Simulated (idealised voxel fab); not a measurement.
process module | voxel air gaps
cross-section cut | 230 nm wide | cells 5 nm
A cross-section is a grid of square cells, given in bands from the top down. A band is one or more rows of cells.
Each band's line starts with the height of the band's top and of its bottom, in nm. Then come its materials from left to right, each with its width in nm. One material with "throughout" fills the band from edge to edge. "air" is empty space.
Height 0 is the level under which the wafer as received is all one material. The lowest band goes on downwards, as in "0 down".
A width such as "30 to 40" changes by the same amount from each row of cells to the next, from the band's top row to its bottom row.
"no change" after a step means that no cell of the cross-section changed.
closed voids: empty space of 8 cells or more with no open way to the top, each as width x height at its distance from the left edge, in nm
after a step's settings: what the simulator itself notes on the step
overlay nm, on a step with a mask: how far to the right of its planned place the mask lay; to the left if negative
plan
1 op RECEIVE | material Si
2 op CONFORMAL_DEP | material SiO2 | thk nm 10
3 op CONFORMAL_DEP | material SiN | thk nm 5
4 op DIRECTIONAL_DEP | material lowk | thk nm 40
5 op DIRECTIONAL_DEP | material aC | thk nm 15
6 op PATTERN | tone open | mask id LINES | material resist | width nm 20 | pitch nm 45 | thk nm 30 | overlay nm 0
7 op DIRECTIONAL_ETCH | etch materials aC | depth nm 15
8 op STRIP | etch materials resist
9 op DIRECTIONAL_ETCH | etch materials lowk | depth nm 40
10 op STRIP | etch materials aC
11 op CONFORMAL_DEP | material TiN | thk nm 5
12 op FILL_DEP | material Cu | thk nm 5
13 op CMP | height nm 55
14 op EPI | material Ru | thk nm 10
15 op SELECTIVE_ETCH | etch materials lowk | depth nm 50
16 op CONFORMAL_DEP | material SiCN | thk nm 5
first wafer, as planned
as received, after step 1
  0 down: Si throughout
  closed voids: none
after step 2
  10 to 0: SiO2 throughout
  below 0: unchanged
after step 3
  15 to 10: SiN throughout
  below 10: unchanged
after step 4
  55 to 15: lowk throughout
  below 15: unchanged
after step 5
  70 to 55: aC throughout
  below 55: unchanged
after step 6
  100 to 70: resist 60 | air 20 | resist 25 | air 20 | resist 25 | air 20 | resist 60
  below 70: unchanged
after step 7
  85 to 70: resist 60 | air 20 | resist 25 | air 20 | resist 25 | air 20 | resist 60
  70 to 55: aC 60 | air 20 | aC 25 | air 20 | aC 25 | air 20 | aC 60
  below 55: unchanged
after step 8
  70 to 55: aC 60 | air 20 | aC 25 | air 20 | aC 25 | air 20 | aC 60
  below 55: unchanged
after step 9
  70 to 55: aC 60 | air 20 | aC 25 | air 20 | aC 25 | air 20 | aC 60
  55 to 15: lowk 60 | air 20 | lowk 25 | air 20 | lowk 25 | air 20 | lowk 60
  below 15: unchanged
after step 10
  55 to 15: lowk 60 | air 20 | lowk 25 | air 20 | lowk 25 | air 20 | lowk 60
  below 15: unchanged
after step 11
  60 to 55: TiN 65 | air 10 | TiN 35 | air 10 | TiN 35 | air 10 | TiN 65
  55 to 20: lowk 60 | TiN 5 | air 10 | TiN 5 | lowk 25 | TiN 5 | air 10 | TiN 5 | lowk 25 | TiN 5 | air 10 | TiN 5 | lowk 60
  20 to 15: lowk 60 | TiN 20 | lowk 25 | TiN 20 | lowk 25 | TiN 20 | lowk 60
  below 15: unchanged
after step 12
  65 to 60: Cu throughout
  60 to 55: TiN 65 | Cu 10 | TiN 35 | Cu 10 | TiN 35 | Cu 10 | TiN 65
  55 to 20: lowk 60 | TiN 5 | Cu 10 | TiN 5 | lowk 25 | TiN 5 | Cu 10 | TiN 5 | lowk 25 | TiN 5 | Cu 10 | TiN 5 | lowk 60
  below 20: unchanged
after step 13
  55 to 20: lowk 60 | TiN 5 | Cu 10 | TiN 5 | lowk 25 | TiN 5 | Cu 10 | TiN 5 | lowk 25 | TiN 5 | Cu 10 | TiN 5 | lowk 60
  below 20: unchanged
after step 14
  65 to 55: air 50 | Ru 40 | air 5 | Ru 40 | air 5 | Ru 40 | air 50
  below 55: unchanged
after step 15
  65 to 55: air 50 | Ru 40 | air 5 | Ru 40 | air 5 | Ru 40 | air 50
  55 to 20: air 60 | TiN 5 | Cu 10 | TiN 5 | air 25 | TiN 5 | Cu 10 | TiN 5 | air 25 | TiN 5 | Cu 10 | TiN 5 | air 60
  20 to 15: air 60 | TiN 20 | air 25 | TiN 20 | air 25 | TiN 20 | air 60
  below 15: unchanged
after step 16
  70 to 65: air 45 | SiCN 140 | air 45
  65 to 55: air 45 | SiCN 5 | Ru 40 | SiCN 5 | Ru 40 | SiCN 5 | Ru 40 | SiCN 5 | air 45
  55 to 50: air 45 | SiCN 15 | TiN 5 | Cu 10 | TiN 5 | SiCN 25 | TiN 5 | Cu 10 | TiN 5 | SiCN 25 | TiN 5 | Cu 10 | TiN 5 | SiCN 15 | air 45
  50 to 20: air 55 | SiCN 5 | TiN 5 | Cu 10 | TiN 5 | SiCN 5 | air 15 | SiCN 5 | TiN 5 | Cu 10 | TiN 5 | SiCN 5 | air 15 | SiCN 5 | TiN 5 | Cu 10 | TiN 5 | SiCN 5 | air 55
  20 to 15: SiCN 60 | TiN 20 | SiCN 25 | TiN 20 | SiCN 25 | TiN 20 | SiCN 60
  below 15: unchanged
  closed voids: 15 x 30 at 85; 15 x 30 at 130
second wafer: like start, like plan, one mistake. Through step 13 it matches the first wafer
when step 14 should have ended
  75 to 55: air 40 | Ru 150 | air 40
  below 55: unchanged
when step 15 should have ended
  75 to 55: air 40 | Ru 150 | air 40
  55 to 20: air 60 | TiN 5 | Cu 10 | TiN 5 | lowk 25 | TiN 5 | Cu 10 | TiN 5 | lowk 25 | TiN 5 | Cu 10 | TiN 5 | air 60
  20 to 15: air 60 | TiN 20 | lowk 25 | TiN 20 | lowk 25 | TiN 20 | air 60
  below 15: unchanged
when step 16 should have ended
  80 to 75: air 35 | SiCN 160 | air 35
  75 to 55: air 35 | SiCN 5 | Ru 150 | SiCN 5 | air 35
  55 to 50: air 35 | SiCN 25 | TiN 5 | Cu 10 | TiN 5 | lowk 25 | TiN 5 | Cu 10 | TiN 5 | lowk 25 | TiN 5 | Cu 10 | TiN 5 | SiCN 25 | air 35
  50 to 20: air 55 | SiCN 5 | TiN 5 | Cu 10 | TiN 5 | lowk 25 | TiN 5 | Cu 10 | TiN 5 | lowk 25 | TiN 5 | Cu 10 | TiN 5 | SiCN 5 | air 55
  20 to 15: SiCN 60 | TiN 20 | lowk 25 | TiN 20 | lowk 25 | TiN 20 | SiCN 60
  below 15: unchanged
what went wrong: step 14 was run twice
at the end the second wafer has, in cells: 72 more of Ru | 36 fewer of SiCN | 80 more of lowk
closed voids at the end (first wafer, second wafer): 2, 0
